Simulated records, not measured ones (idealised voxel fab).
The following process module bears the name voxel self aligned vias.
The width of the displayed cross-section, cut, is 235 nm; its cells are square, with a size of 5 nm.
Cross-section, as written here: a square-cell grid given band by band from the top down, where a band holds one or more rows of cells.
Band entry format. Leading values: height of top, height of bottom, nm. Remainder: materials in left-to-right order, each with its width in nm. Special words: "throughout" on a single material, which then fills the band edge to edge; "blank", empty space.
Basically, 0 is our baseline, since under it the wafer straight out of the box is all one material. The bottom band has no lower end and keeps on going down, so it looks like "top 0, no bottom".
It should be noted that a width expressed as "30 to 40" varies in equal increments from row to row of cells within the band, taking the value of the first number at the top row and that of the second number at the bottom row.
Reading "all unchanged" for a step: not a cell of the cross-section changed in it.
For the entry "Enclosed internal voids", the listed items are empty spaces with no open way to the top whose size is 8 cells or more; each item follows the pattern width x height at distance, where distance is from the left edge and all three are in nm.
It should be noted that, on the line of a given step, the content following the step's settings is a remark produced by the simulator itself with respect to that step.
Steps that use a mask can have "overlay nm" on their line. It says how far the mask sat to the right of where it was meant to be. Negative means to the left.
Layout of what follows: cross-section pairs, each bracketing one process step, the after cross-section shown only to the lowest band that changed, the step between and its settings noted under each pair. Pairs may originate in different runs of this module on the same starting wafer; a pair continues from the pair above only where its entry headed "Pre-process cross-section" says so.
PRE-PROCESS CROSS-SECTION
> top 0, no bottom | Si throughout
> Enclosed internal voids: none
CROSS-SECTION THEREAFTER
> top 10, bottom 0 | SiO2 throughout
> Below 0, no change.
> Enclosed internal voids: none
Upper to lower cross-section via CONFORMAL_DEP (material SiO2; thk nm 10)
Pre-process cross-section: the state before this step is the cross-section shown after the step in the pair just above.
CROSS-SECTION THEREAFTER
> top 15, bottom 10 | SiCN throughout
> Below 10, no change.
> Enclosed internal voids: none
Upper to lower cross-section via CONFORMAL_DEP (material SiCN; thk nm 5)
Pre-process cross-section: the state before this step is the cross-section shown after the step in the pair just above.
CROSS-SECTION THEREAFTER
> top 35, bottom 15 | SiO2 throughout
> Below 15, no change.
> Enclosed internal voids: none
Upper to lower cross-section via DIRECTIONAL_DEP (material SiO2; thk nm 20)
Pre-process cross-section: the state before this step is the cross-section shown after the step in the pair just above.
CROSS-SECTION THEREAFTER
> top 55, bottom 35 | resist 75  blank 20  resist 40  blank 20  resist 80
> Below 35, no change.
> Enclosed internal voids: none
Upper to lower cross-section via PATTERN (tone open; mask id LINES; material resist; width nm 20; pitch nm 60; thk nm 20; overlay nm 0)
Pre-process cross-section: the state before this step is the cross-section shown after the step in the pair just above.
CROSS-SECTION THEREAFTER
> top 55, bottom 35 | resist 75  blank 20  resist 40  blank 20  resist 80
> top 35, bottom 15 | SiO2 75  blank 20  SiO2 40  blank 20  SiO2 80
> Below 15, no change.
> Enclosed internal voids: none
Upper to lower cross-section via DIRECTIONAL_ETCH (etch materials SiO2; depth nm 20)
Pre-process cross-section: the state before this step is the cross-section shown after the step in the pair just above.
CROSS-SECTION THEREAFTER
> top 35, bottom 15 | SiO2 75  blank 20  SiO2 40  blank 20  SiO2 80
> Below 15, no change.
> Enclosed internal voids: none
Upper to lower cross-section via STRIP (etch materials resist)
Pre-process cross-section: the state before this step is the cross-section shown after the step in the pair just above.
CROSS-SECTION THEREAFTER
> top 40, bottom 35 | TiN 80  blank 10  TiN 50  blank 10  TiN 85
> top 35, bottom 20 | SiO2 75  TiN 5  blank 10  TiN 5  SiO2 40  TiN 5  blank 10  TiN 5  SiO2 80
> top 20, bottom 15 | SiO2 75  TiN 20  SiO2 40  TiN 20  SiO2 80
> Below 15, no change.
> Enclosed internal voids: none
Upper to lower cross-section via CONFORMAL_DEP (material TiN; thk nm 5)
Pre-process cross-section: the state before this step is the cross-section shown after the step in the pair just above.
CROSS-SECTION THEREAFTER
> top 45, bottom 40 | Ru throughout
> top 40, bottom 35 | TiN 80  Ru 10  TiN 50  Ru 10  TiN 85
> top 35, bottom 20 | SiO2 75  TiN 5  Ru 10  TiN 5  SiO2 40  TiN 5  Ru 10  TiN 5  SiO2 80
> Below 20, no change.
> Enclosed internal voids: none
Upper to lower cross-section via FILL_DEP (material Ru; thk nm 5)
Pre-process cross-section: the state before this step is the cross-section shown after the step in the pair just above.
CROSS-SECTION THEREAFTER
> top 35, bottom 20 | SiO2 75  TiN 5  Ru 10  TiN 5  SiO2 40  TiN 5  Ru 10  TiN 5  SiO2 80
> Below 20, no change.
> Enclosed internal voids: none
Upper to lower cross-section via CMP (height nm 35)
Pre-process cross-section: the state before this step is the cross-section shown after the step in the pair just above.
CROSS-SECTION THEREAFTER
> top 35, bottom 25 | SiO2 75  blank 20  SiO2 40  blank 20  SiO2 80
> Below 25, no change.
> Enclosed internal voids: none
Upper to lower cross-section via SELECTIVE_ETCH (etch materials W Ru TiN; depth nm 10)
Pre-process cross-section: the state before this step is the cross-section shown after the step in the pair just above.
CROSS-SECTION THEREAFTER
> top 40, bottom 35 | SiN throughout
> top 35, bottom 25 | SiO2 75  SiN 20  SiO2 40  SiN 20  SiO2 80
> Below 25, no change.
> Enclosed internal voids: none
Upper to lower cross-section via FILL_DEP (material SiN; thk nm 5)
Pre-process cross-section: the state before this step is the cross-section shown after the step in the pair just above.
CROSS-SECTION THEREAFTER
> top 35, bottom 25 | SiO2 75  SiN 20  SiO2 40  SiN 20  SiO2 80
> Below 25, no change.
> Enclosed internal voids: none
Upper to lower cross-section via CMP (height nm 35)
Pre-process cross-section: the state before this step is the cross-section shown after the step in the pair just above.
CROSS-SECTION THEREAFTER
> top 55, bottom 35 | SiO2 throughout
> Below 35, no change.
> Enclosed internal voids: none
Upper to lower cross-section via DIRECTIONAL_DEP (material SiO2; thk nm 20)
Pre-process cross-section: the state before this step is the cross-section shown after the step in the pair just above.
CROSS-SECTION THEREAFTER
> top 70, bottom 55 | aC throughout
> Below 55, no change.
> Enclosed internal voids: none
Upper to lower cross-section via DIRECTIONAL_DEP (material aC; thk nm 15)
Pre-process cross-section: the state before this step is the cross-section shown after the step in the pair just above.
CROSS-SECTION THEREAFTER
> top 105, bottom 70 | resist 70  blank 30  resist 135
> Below 70, no change.
> Enclosed internal voids: none
Upper to lower cross-section via PATTERN (tone open; mask id VIAS; material resist; width nm 30; thk nm 35; overlay nm 0)
Pre-process cross-section: the state before this step is the cross-section shown after the step in the pair just above.
CROSS-SECTION THEREAFTER
> top 90, bottom 70 | resist 70  blank 30  resist 135
> top 70, bottom 55 | aC 70  blank 30  aC 135
> Below 55, no change.
> Enclosed internal voids: none
Upper to lower cross-section via DIRECTIONAL_ETCH (etch materials aC; depth nm 15)
Pre-process cross-section: the state before this step is the cross-section shown after the step in the pair just above.
CROSS-SECTION THEREAFTER
> top 70, bottom 55 | aC 70  blank 30  aC 135
> Below 55, no change.
> Enclosed internal voids: none
Upper to lower cross-section via STRIP (etch materials resist)
Pre-process cross-section: the state before this step is the cross-section shown after the step in the pair just above.
CROSS-SECTION THEREAFTER
> top 70, bottom 55 | aC 70  blank 30  aC 135
> top 55, bottom 35 | SiO2 70  blank 30  SiO2 135
> Below 35, no change.
> Enclosed internal voids: none
Upper to lower cross-section via DIRECTIONAL_ETCH (etch materials SiO2; depth nm 20)
Pre-process cross-section: the state before this step is the cross-section shown after the step in the pair just above.
CROSS-SECTION THEREAFTER
> top 70, bottom 55 | aC 70  blank 30  aC 135
> top 55, bottom 35 | SiO2 70  blank 30  SiO2 135
> top 35, bottom 25 | SiO2 75  blank 20  SiO2 40  SiN 20  SiO2 80
> Below 25, no change.
> Enclosed internal voids: none
Upper to lower cross-section via DIRECTIONAL_ETCH (etch materials SiN; depth nm 10)
Pre-process cross-section: the state before this step is the cross-section shown after the step in the pair just above.
CROSS-SECTION THEREAFTER
> top 55, bottom 35 | SiO2 70  blank 30  SiO2 135
> Below 35, no change.
> Enclosed internal voids: none
Upper to lower cross-section via STRIP (etch materials aC)
Pre-process cross-section: the state before this step is the cross-section shown after the step in the pair just above.
CROSS-SECTION THEREAFTER
> top 60, bottom 55 | TiN 75  blank 20  TiN 140
> top 55, bottom 40 | SiO2 70  TiN 5  blank 20  TiN 5  SiO2 135
> top 40, bottom 35 | SiO2 70  TiN 10  blank 10  TiN 10  SiO2 135
> top 35, bottom 30 | SiO2 75  TiN 5  blank 10  TiN 5  SiO2 40  SiN 20  SiO2 80
> top 30, bottom 25 | SiO2 75  TiN 20  SiO2 40  SiN 20  SiO2 80
> Below 25, no change.
> Enclosed internal voids: none
Upper to lower cross-section via CONFORMAL_DEP (material TiN; thk nm 5)
Pre-process cross-section: the state before this step is the cross-section shown after the step in the pair just above.
CROSS-SECTION THEREAFTER
> top 65, bottom 60 | Ru throughout
> top 60, bottom 55 | TiN 75  Ru 20  TiN 140
> top 55, bottom 40 | SiO2 70  TiN 5  Ru 20  TiN 5  SiO2 135
> top 40, bottom 35 | SiO2 70  TiN 10  Ru 10  TiN 10  SiO2 135
> top 35, bottom 30 | SiO2 75  TiN 5  Ru 10  TiN 5  SiO2 40  SiN 20  SiO2 80
> Below 30, no change.
> Enclosed internal voids: none
Upper to lower cross-section via FILL_DEP (material Ru; thk nm 5)
Pre-process cross-section: the state before this step is the cross-section shown after the step in the pair just above.
CROSS-SECTION THEREAFTER
> top 55, bottom 40 | SiO2 70  TiN 5  Ru 20  TiN 5  SiO2 135
> Below 40, no change.
> Enclosed internal voids: none
Upper to lower cross-section via CMP (height nm 55)
Pre-process cross-section: the state before this step is the cross-section shown after the step in the pair just above.
CROSS-SECTION THEREAFTER
> top 60, bottom 55 | SiN throughout
> Below 55, no change.
> Enclosed internal voids: none
Upper to lower cross-section via CONFORMAL_DEP (material SiN; thk nm 5)
PRE-PROCESS CROSS-SECTION
> top 10, bottom 0 | SiO2 throughout
> top 0, no bottom | Si throughout
> Enclosed internal voids: none
CROSS-SECTION THEREAFTER
> top 30, bottom 0 | SiO2 throughout
> Below 0, no change.
> Enclosed internal voids: none
Upper to lower cross-section via DIRECTIONAL_DEP (material SiO2; thk nm 20)
Pre-process cross-section: the state before this step is the cross-section shown after the step in the pair just above.
CROSS-SECTION THEREAFTER
> top 50, bottom 30 | resist 75  blank 20  resist 40  blank 20  resist 80
> Below 30, no change.
> Enclosed internal voids: none
Upper to lower cross-section via PATTERN (tone open; mask id LINES; material resist; width nm 20; pitch nm 60; thk nm 20; overlay nm 0)
Pre-process cross-section: the state before this step is the cross-section shown after the step in the pair just above.
CROSS-SECTION THEREAFTER
> top 50, bottom 30 | resist 75  blank 20  resist 40  blank 20  resist 80
> top 30, bottom 10 | SiO2 75  blank 20  SiO2 40  blank 20  SiO2 80
> Below 10, no change.
> Enclosed internal voids: none
Upper to lower cross-section via DIRECTIONAL_ETCH (etch materials SiO2; depth nm 20)
Pre-process cross-section: the state before this step is the cross-section shown after the step in the pair just above.
CROSS-SECTION THEREAFTER
> top 30, bottom 10 | SiO2 75  blank 20  SiO2 40  blank 20  SiO2 80
> Below 10, no change.
> Enclosed internal voids: none
Upper to lower cross-section via STRIP (etch materials resist)
Pre-process cross-section: the state before this step is the cross-section shown after the step in the pair just above.
CROSS-SECTION THEREAFTER
> top 35, bottom 30 | TiN 80  blank 10  TiN 50  blank 10  TiN 85
> top 30, bottom 15 | SiO2 75  TiN 5  blank 10  TiN 5  SiO2 40  TiN 5  blank 10  TiN 5  SiO2 80
> top 15, bottom 10 | SiO2 75  TiN 20  SiO2 40  TiN 20  SiO2 80
> Below 10, no change.
> Enclosed internal voids: none
Upper to lower cross-section via CONFORMAL_DEP (material TiN; thk nm 5)
Pre-process cross-section: the state before this step is the cross-section shown after the step in the pair just above.
CROSS-SECTION THEREAFTER
> top 40, bottom 35 | Ru throughout
> top 35, bottom 30 | TiN 80  Ru 10  TiN 50  Ru 10  TiN 85
> top 30, bottom 15 | SiO2 75  TiN 5  Ru 10  TiN 5  SiO2 40  TiN 5  Ru 10  TiN 5  SiO2 80
> Below 15, no change.
> Enclosed internal voids: none
Upper to lower cross-section via FILL_DEP (material Ru; thk nm 5)
Pre-process cross-section: the state before this step is the cross-section shown after the step in the pair just above.
CROSS-SECTION THEREAFTER
> top 35, bottom 30 | TiN 80  Ru 10  TiN 50  Ru 10  TiN 85
> Below 30, no change.
> Enclosed internal voids: none
Upper to lower cross-section via CMP (height nm 35)
Pre-process cross-section: the state before this step is the cross-section shown after the step in the pair just above.
CROSS-SECTION THEREAFTER
> top 30, bottom 25 | SiO2 75  blank 20  SiO2 40  blank 20  SiO2 80
> Below 25, no change.
> Enclosed internal voids: none
Upper to lower cross-section via SELECTIVE_ETCH (etch materials W Ru TiN; depth nm 10)
Pre-process cross-section: the state before this step is the cross-section shown after the step in the pair just above.
CROSS-SECTION THEREAFTER
> top 35, bottom 30 | SiN throughout
> top 30, bottom 25 | SiO2 75  SiN 20  SiO2 40  SiN 20  SiO2 80
> Below 25, no change.
> Enclosed internal voids: none
Upper to lower cross-section via FILL_DEP (material SiN; thk nm 5)
Pre-process cross-section: the state before this step is the cross-section shown after the step in the pair just above.
CROSS-SECTION THEREAFTER
> top 55, bottom 35 | SiO2 throughout
> Below 35, no change.
> Enclosed internal voids: none
Upper to lower cross-section via DIRECTIONAL_DEP (material SiO2; thk nm 20)
Pre-process cross-section: the state before this step is the cross-section shown after the step in the pair just above.
CROSS-SECTION THEREAFTER
> top 70, bottom 55 | aC throughout
> Below 55, no change.
> Enclosed internal voids: none
Upper to lower cross-section via DIRECTIONAL_DEP (material aC; thk nm 15)
Pre-process cross-section: the state before this step is the cross-section shown after the step in the pair just above.
CROSS-SECTION THEREAFTER
> top 105, bottom 70 | resist 70  blank 30  resist 135
> Below 70, no change.
> Enclosed internal voids: none
Upper to lower cross-section via PATTERN (tone open; mask id VIAS; material resist; width nm 30; thk nm 35; overlay nm 0)
Pre-process cross-section: the state before this step is the cross-section shown after the step in the pair just above.
CROSS-SECTION THEREAFTER
> top 90, bottom 70 | resist 70  blank 30  resist 135
> top 70, bottom 55 | aC 70  blank 30  aC 135
> Below 55, no change.
> Enclosed internal voids: none
Upper to lower cross-section via DIRECTIONAL_ETCH (etch materials aC; depth nm 15)
Pre-process cross-section: the state before this step is the cross-section shown after the step in the pair just above.
CROSS-SECTION THEREAFTER
> top 70, bottom 55 | aC 70  blank 30  aC 135
> Below 55, no change.
> Enclosed internal voids: none
Upper to lower cross-section via STRIP (etch materials resist)
Pre-process cross-section: the state before this step is the cross-section shown after the step in the pair just above.
CROSS-SECTION THEREAFTER
> top 70, bottom 55 | aC 70  blank 30  aC 135
> top 55, bottom 35 | SiO2 70  blank 30  SiO2 135
> Below 35, no change.
> Enclosed internal voids: none
Upper to lower cross-section via DIRECTIONAL_ETCH (etch materials SiO2; depth nm 20)
Pre-process cross-section: the state before this step is the cross-section shown after the step in the pair just above.
CROSS-SECTION THEREAFTER
> top 70, bottom 55 | aC 70  blank 30  aC 135
> top 55, bottom 35 | SiO2 70  blank 30  SiO2 135
> top 35, bottom 30 | SiN 70  blank 30  SiN 135
> top 30, bottom 25 | SiO2 75  blank 20  SiO2 40  SiN 20  SiO2 80
> Below 25, no change.
> Enclosed internal voids: none
Upper to lower cross-section via DIRECTIONAL_ETCH (etch materials SiN; depth nm 10)
Pre-process cross-section: the state before this step is the cross-section shown after the step in the pair just above.
CROSS-SECTION THEREAFTER
> top 55, bottom 35 | SiO2 70  blank 30  SiO2 135
> Below 35, no change.
> Enclosed internal voids: none
Upper to lower cross-section via STRIP (etch materials aC)
Pre-process cross-section: the state before this step is the cross-section shown after the step in the pair just above.
CROSS-SECTION THEREAFTER
> top 60, bottom 55 | TiN 75  blank 20  TiN 140
> top 55, bottom 35 | SiO2 70  TiN 5  blank 20  TiN 5  SiO2 135
> top 35, bottom 30 | SiN 70  TiN 10  blank 10  TiN 10  SiN 135
> top 30, bottom 25 | SiO2 75  TiN 20  SiO2 40  SiN 20  SiO2 80
> Below 25, no change.
> Enclosed internal voids: none
Upper to lower cross-section via CONFORMAL_DEP (material TiN; thk nm 5)
Pre-process cross-section: the state before this step is the cross-section shown after the step in the pair just above.
CROSS-SECTION THEREAFTER
> top 65, bottom 60 | Ru throughout
> top 60, bottom 55 | TiN 75  Ru 20  TiN 140
> top 55, bottom 35 | SiO2 70  TiN 5  Ru 20  TiN 5  SiO2 135
> top 35, bottom 30 | SiN 70  TiN 10  Ru 10  TiN 10  SiN 135
> Below 30, no change.
> Enclosed internal voids: none
Upper to lower cross-section via FILL_DEP (material Ru; thk nm 5)
Pre-process cross-section: the state before this step is the cross-section shown after the step in the pair just above.
CROSS-SECTION THEREAFTER
> top 55, bottom 35 | SiO2 70  TiN 5  Ru 20  TiN 5  SiO2 135
> Below 35, no change.
> Enclosed internal voids: none
Upper to lower cross-section via CMP (height nm 55)
Pre-process cross-section: the state before this step is the cross-section shown after the step in the pair just above.
CROSS-SECTION THEREAFTER
> top 60, bottom 55 | SiN throughout
> Below 55, no change.
> Enclosed internal voids: none
Upper to lower cross-section via CONFORMAL_DEP (material SiN; thk nm 5)
PRE-PROCESS CROSS-SECTION
> top 70, bottom 55 | aC 70  blank 30  aC 135
> top 55, bottom 35 | SiO2 70  blank 30  SiO2 135
> top 35, bottom 25 | SiO2 75  SiN 20  SiO2 40  SiN 20  SiO2 80
> top 25, bottom 20 | SiO2 75  TiN 5  Ru 10  TiN 5  SiO2 40  TiN 5  Ru 10  TiN 5  SiO2 80
> top 20, bottom 15 | SiO2 75  TiN 20  SiO2 40  TiN 20  SiO2 80
> top 15, bottom 10 | SiCN throughout
> top 10, bottom 0 | SiO2 throughout
> top 0, no bottom | Si throughout
> Enclosed internal voids: none
CROSS-SECTION THEREAFTER
> top 70, bottom 55 | aC 70  blank 30  aC 135
> top 55, bottom 35 | SiO2 70  blank 30  SiO2 135
> top 35, bottom 25 | SiO2 70  blank 5  SiN 20  blank 5  SiO2 35  SiN 20  SiO2 80
> top 25, bottom 20 | SiO2 70  blank 5  TiN 5  Ru 10  TiN 5  blank 5  SiO2 35  TiN 5  Ru 10  TiN 5  SiO2 80
> top 20, bottom 15 | SiO2 70  blank 5  TiN 20  blank 5  SiO2 35  TiN 20  SiO2 80
> Below 15, no change.
> Enclosed internal voids: none
Upper to lower cross-section via DIRECTIONAL_ETCH (etch materials SiO2; depth nm 20)
Pre-process cross-section: the state before this step is the cross-section shown after the step in the pair just above.
CROSS-SECTION THEREAFTER
> top 70, bottom 55 | aC 70  blank 30  aC 135
> top 55, bottom 35 | SiO2 70  blank 30  SiO2 135
> top 35, bottom 25 | SiO2 70  blank 30  SiO2 35  SiN 20  SiO2 80
> Below 25, no change.
> Enclosed internal voids: none
Upper to lower cross-section via DIRECTIONAL_ETCH (etch materials SiN; depth nm 10)
Pre-process cross-section: the state before this step is the cross-section shown after the step in the pair just above.
CROSS-SECTION THEREAFTER
> top 55, bottom 35 | SiO2 70  blank 30  SiO2 135
> Below 35, no change.
> Enclosed internal voids: none
Upper to lower cross-section via STRIP (etch materials aC)
Pre-process cross-section: the state before this step is the cross-section shown after the step in the pair just above.
CROSS-SECTION THEREAFTER
> top 60, bottom 55 | TiN 75  blank 20  TiN 140
> top 55, bottom 35 | SiO2 70  TiN 5  blank 20  TiN 5  SiO2 135
> top 35, bottom 30 | SiO2 70  TiN 5  blank 20  TiN 5  SiO2 35  SiN 20  SiO2 80
> top 30, bottom 25 | SiO2 70  TiN 30  SiO2 35  SiN 20  SiO2 80
> top 25, bottom 20 | SiO2 70  TiN 10  Ru 10  TiN 10  SiO2 35  TiN 5  Ru 10  TiN 5  SiO2 80
> top 20, bottom 15 | SiO2 70  TiN 30  SiO2 35  TiN 20  SiO2 80
> Below 15, no change.
> Enclosed internal voids: none
Upper to lower cross-section via CONFORMAL_DEP (material TiN; thk nm 5)
Pre-process cross-section: the state before this step is the cross-section shown after the step in the pair just above.
CROSS-SECTION THEREAFTER
> top 65, bottom 60 | Ru throughout
> top 60, bottom 55 | TiN 75  Ru 20  TiN 140
> top 55, bottom 35 | SiO2 70  TiN 5  Ru 20  TiN 5  SiO2 135
> top 35, bottom 30 | SiO2 70  TiN 5  Ru 20  TiN 5  SiO2 35  SiN 20  SiO2 80
> Below 30, no change.
> Enclosed internal voids: none
Upper to lower cross-section via FILL_DEP (material Ru; thk nm 5)
Pre-process cross-section: the state before this step is the cross-section shown after the step in the pair just above.
CROSS-SECTION THEREAFTER
> top 55, bottom 35 | SiO2 70  TiN 5  Ru 20  TiN 5  SiO2 135
> Below 35, no change.
> Enclosed internal voids: none
Upper to lower cross-section via CMP (height nm 55)
Pre-process cross-section: the state before this step is the cross-section shown after the step in the pair just above.
CROSS-SECTION THEREAFTER
> top 60, bottom 55 | SiN throughout
> Below 55, no change.
> Enclosed internal voids: none
Upper to lower cross-section via CONFORMAL_DEP (material SiN; thk nm 5)
PRE-PROCESS CROSS-SECTION
> top 0, no bottom | Si throughout
> Enclosed internal voids: none
CROSS-SECTION THEREAFTER
> top 5, bottom 0 | SiCN throughout
> Below 0, no change.
> Enclosed internal voids: none
Upper to lower cross-section via CONFORMAL_DEP (material SiCN; thk nm 5)
Pre-process cross-section: the state before this step is the cross-section shown after the step in the pair just above.
CROSS-SECTION THEREAFTER
> top 15, bottom 5 | SiO2 throughout
> Below 5, no change.
> Enclosed internal voids: none
Upper to lower cross-section via CONFORMAL_DEP (material SiO2; thk nm 10)
Pre-process cross-section: the state before this step is the cross-section shown after the step in the pair just above.
CROSS-SECTION THEREAFTER
> top 35, bottom 5 | SiO2 throughout
> Below 5, no change.
> Enclosed internal voids: none
Upper to lower cross-section via DIRECTIONAL_DEP (material SiO2; thk nm 20)
Pre-process cross-section: the state before this step is the cross-section shown after the step in the pair just above.
CROSS-SECTION THEREAFTER
> top 55, bottom 35 | resist 75  blank 20  resist 40  blank 20  resist 80
> Below 35, no change.
> Enclosed internal voids: none
Upper to lower cross-section via PATTERN (tone open; mask id LINES; material resist; width nm 20; pitch nm 60; thk nm 20; overlay nm 0)
Pre-process cross-section: the state before this step is the cross-section shown after the step in the pair just above.
CROSS-SECTION THEREAFTER
> top 55, bottom 35 | resist 75  blank 20  resist 40  blank 20  resist 80
> top 35, bottom 15 | SiO2 75  blank 20  SiO2 40  blank 20  SiO2 80
> Below 15, no change.
> Enclosed internal voids: none
Upper to lower cross-section via DIRECTIONAL_ETCH (etch materials SiO2; depth nm 20)
Pre-process cross-section: the state before this step is the cross-section shown after the step in the pair just above.
CROSS-SECTION THEREAFTER
> top 35, bottom 15 | SiO2 75  blank 20  SiO2 40  blank 20  SiO2 80
> Below 15, no change.
> Enclosed internal voids: none
Upper to lower cross-section via STRIP (etch materials resist)
Pre-process cross-section: the state before this step is the cross-section shown after the step in the pair just above.
CROSS-SECTION THEREAFTER
> top 40, bottom 35 | TiN 80  blank 10  TiN 50  blank 10  TiN 85
> top 35, bottom 20 | SiO2 75  TiN 5  blank 10  TiN 5  SiO2 40  TiN 5  blank 10  TiN 5  SiO2 80
> top 20, bottom 15 | SiO2 75  TiN 20  SiO2 40  TiN 20  SiO2 80
> Below 15, no change.
> Enclosed internal voids: none
Upper to lower cross-section via CONFORMAL_DEP (material TiN; thk nm 5)
Pre-process cross-section: the state before this step is the cross-section shown after the step in the pair just above.
CROSS-SECTION THEREAFTER
> top 45, bottom 40 | Ru throughout
> top 40, bottom 35 | TiN 80  Ru 10  TiN 50  Ru 10  TiN 85
> top 35, bottom 20 | SiO2 75  TiN 5  Ru 10  TiN 5  SiO2 40  TiN 5  Ru 10  TiN 5  SiO2 80
> Below 20, no change.
> Enclosed internal voids: none
Upper to lower cross-section via FILL_DEP (material Ru; thk nm 5)
Pre-process cross-section: the state before this step is the cross-section shown after the step in the pair just above.
CROSS-SECTION THEREAFTER
> top 35, bottom 20 | SiO2 75  TiN 5  Ru 10  TiN 5  SiO2 40  TiN 5  Ru 10  TiN 5  SiO2 80
> Below 20, no change.
> Enclosed internal voids: none
Upper to lower cross-section via CMP (height nm 35)
Pre-process cross-section: the state before this step is the cross-section shown after the step in the pair just above.
CROSS-SECTION THEREAFTER
> top 35, bottom 25 | SiO2 75  blank 20  SiO2 40  blank 20  SiO2 80
> Below 25, no change.
> Enclosed internal voids: none
Upper to lower cross-section via SELECTIVE_ETCH (etch materials W Ru TiN; depth nm 10)
Pre-process cross-section: the state before this step is the cross-section shown after the step in the pair just above.
CROSS-SECTION THEREAFTER
> top 40, bottom 35 | SiN throughout
> top 35, bottom 25 | SiO2 75  SiN 20  SiO2 40  SiN 20  SiO2 80
> Below 25, no change.
> Enclosed internal voids: none
Upper to lower cross-section via FILL_DEP (material SiN; thk nm 5)
Pre-process cross-section: the state before this step is the cross-section shown after the step in the pair just above.
CROSS-SECTION THEREAFTER
> top 35, bottom 25 | SiO2 75  SiN 20  SiO2 40  SiN 20  SiO2 80
> Below 25, no change.
> Enclosed internal voids: none
Upper to lower cross-section via CMP (height nm 35)
Pre-process cross-section: the state before this step is the cross-section shown after the step in the pair just above.
CROSS-SECTION THEREAFTER
> top 55, bottom 35 | SiO2 throughout
> Below 35, no change.
> Enclosed internal voids: none
Upper to lower cross-section via DIRECTIONAL_DEP (material SiO2; thk nm 20)
Pre-process cross-section: the state before this step is the cross-section shown after the step in the pair just above.
CROSS-SECTION THEREAFTER
> top 70, bottom 55 | aC throughout
> Below 55, no change.
> Enclosed internal voids: none
Upper to lower cross-section via DIRECTIONAL_DEP (material aC; thk nm 15)
Pre-process cross-section: the state before this step is the cross-section shown after the step in the pair just above.
CROSS-SECTION THEREAFTER
> top 105, bottom 70 | resist 70  blank 30  resist 135
> Below 70, no change.
> Enclosed internal voids: none
Upper to lower cross-section via PATTERN (tone open; mask id VIAS; material resist; width nm 30; thk nm 35; overlay nm 0)
Pre-process cross-section: the state before this step is the cross-section shown after the step in the pair just above.
CROSS-SECTION THEREAFTER
> top 90, bottom 70 | resist 70  blank 30  resist 135
> top 70, bottom 55 | aC 70  blank 30  aC 135
> Below 55, no change.
> Enclosed internal voids: none
Upper to lower cross-section via DIRECTIONAL_ETCH (etch materials aC; depth nm 15)
Pre-process cross-section: the state before this step is the cross-section shown after the step in the pair just above.
CROSS-SECTION THEREAFTER
> top 70, bottom 55 | aC 70  blank 30  aC 135
> Below 55, no change.
> Enclosed internal voids: none
Upper to lower cross-section via STRIP (etch materials resist)
Pre-process cross-section: the state before this step is the cross-section shown after the step in the pair just above.
CROSS-SECTION THEREAFTER
> top 70, bottom 55 | aC 70  blank 30  aC 135
> top 55, bottom 35 | SiO2 70  blank 30  SiO2 135
> Below 35, no change.
> Enclosed internal voids: none
Upper to lower cross-section via DIRECTIONAL_ETCH (etch materials SiO2; depth nm 20)
Pre-process cross-section: the state before this step is the cross-section shown after the step in the pair just above.
CROSS-SECTION THEREAFTER
> top 70, bottom 55 | aC 70  blank 30  aC 135
> top 55, bottom 35 | SiO2 70  blank 30  SiO2 135
> top 35, bottom 25 | SiO2 75  blank 20  SiO2 40  SiN 20  SiO2 80
> Below 25, no change.
> Enclosed internal voids: none
Upper to lower cross-section via DIRECTIONAL_ETCH (etch materials SiN; depth nm 10)
Pre-process cross-section: the state before this step is the cross-section shown after the step in the pair just above.
CROSS-SECTION THEREAFTER
> top 55, bottom 35 | SiO2 70  blank 30  SiO2 135
> Below 35, no change.
> Enclosed internal voids: none
Upper to lower cross-section via STRIP (etch materials aC)
Pre-process cross-section: the state before this step is the cross-section shown after the step in the pair just above.
CROSS-SECTION THEREAFTER
> top 60, bottom 55 | TiN 75  blank 20  TiN 140
> top 55, bottom 40 | SiO2 70  TiN 5  blank 20  TiN 5  SiO2 135
> top 40, bottom 35 | SiO2 70  TiN 10  blank 10  TiN 10  SiO2 135
> top 35, bottom 30 | SiO2 75  TiN 5  blank 10  TiN 5  SiO2 40  SiN 20  SiO2 80
> top 30, bottom 25 | SiO2 75  TiN 20  SiO2 40  SiN 20  SiO2 80
> Below 25, no change.
> Enclosed internal voids: none
Upper to lower cross-section via CONFORMAL_DEP (material TiN; thk nm 5)
Pre-process cross-section: the state before this step is the cross-section shown after the step in the pair just above.
CROSS-SECTION THEREAFTER
> top 65, bottom 60 | Ru throughout
> top 60, bottom 55 | TiN 75  Ru 20  TiN 140
> top 55, bottom 40 | SiO2 70  TiN 5  Ru 20  TiN 5  SiO2 135
> top 40, bottom 35 | SiO2 70  TiN 10  Ru 10  TiN 10  SiO2 135
> top 35, bottom 30 | SiO2 75  TiN 5  Ru 10  TiN 5  SiO2 40  SiN 20  SiO2 80
> Below 30, no change.
> Enclosed internal voids: none
Upper to lower cross-section via FILL_DEP (material Ru; thk nm 5)
Pre-process cross-section: the state before this step is the cross-section shown after the step in the pair just above.
CROSS-SECTION THEREAFTER
> top 55, bottom 40 | SiO2 70  TiN 5  Ru 20  TiN 5  SiO2 135
> Below 40, no change.
> Enclosed internal voids: none
Upper to lower cross-section via CMP (height nm 55)
Pre-process cross-section: the state before this step is the cross-section shown after the step in the pair just above.
CROSS-SECTION THEREAFTER
> top 60, bottom 55 | SiN throughout
> Below 55, no change.
> Enclosed internal voids: none
Upper to lower cross-section via CONFORMAL_DEP (material SiN; thk nm 5)
PRE-PROCESS CROSS-SECTION
> top 35, bottom 25 | SiO2 75  SiN 20  SiO2 40  SiN 20  SiO2 80
> top 25, bottom 20 | SiO2 75  TiN 5  Ru 10  TiN 5  SiO2 40  TiN 5  Ru 10  TiN 5  SiO2 80
> top 20, bottom 15 | SiO2 75  TiN 20  SiO2 40  TiN 20  SiO2 80
> top 15, bottom 10 | SiCN throughout
> top 10, bottom 0 | SiO2 throughout
> top 0, no bottom | Si throughout
> Enclosed internal voids: none
CROSS-SECTION THEREAFTER
> top 45, bottom 35 | SiO2 throughout
> Below 35, no change.
> Enclosed internal voids: none
Upper to lower cross-section via DIRECTIONAL_DEP (material SiO2; thk nm 10)
Pre-process cross-section: the state before this step is the cross-section shown after the step in the pair just above.
CROSS-SECTION THEREAFTER
> top 60, bottom 45 | aC throughout
> Below 45, no change.
> Enclosed internal voids: none
Upper to lower cross-section via DIRECTIONAL_DEP (material aC; thk nm 15)
Pre-process cross-section: the state before this step is the cross-section shown after the step in the pair just above.
CROSS-SECTION THEREAFTER
> top 95, bottom 60 | resist 70  blank 30  resist 135
> Below 60, no change.
> Enclosed internal voids: none
Upper to lower cross-section via PATTERN (tone open; mask id VIAS; material resist; width nm 30; thk nm 35; overlay nm 0)
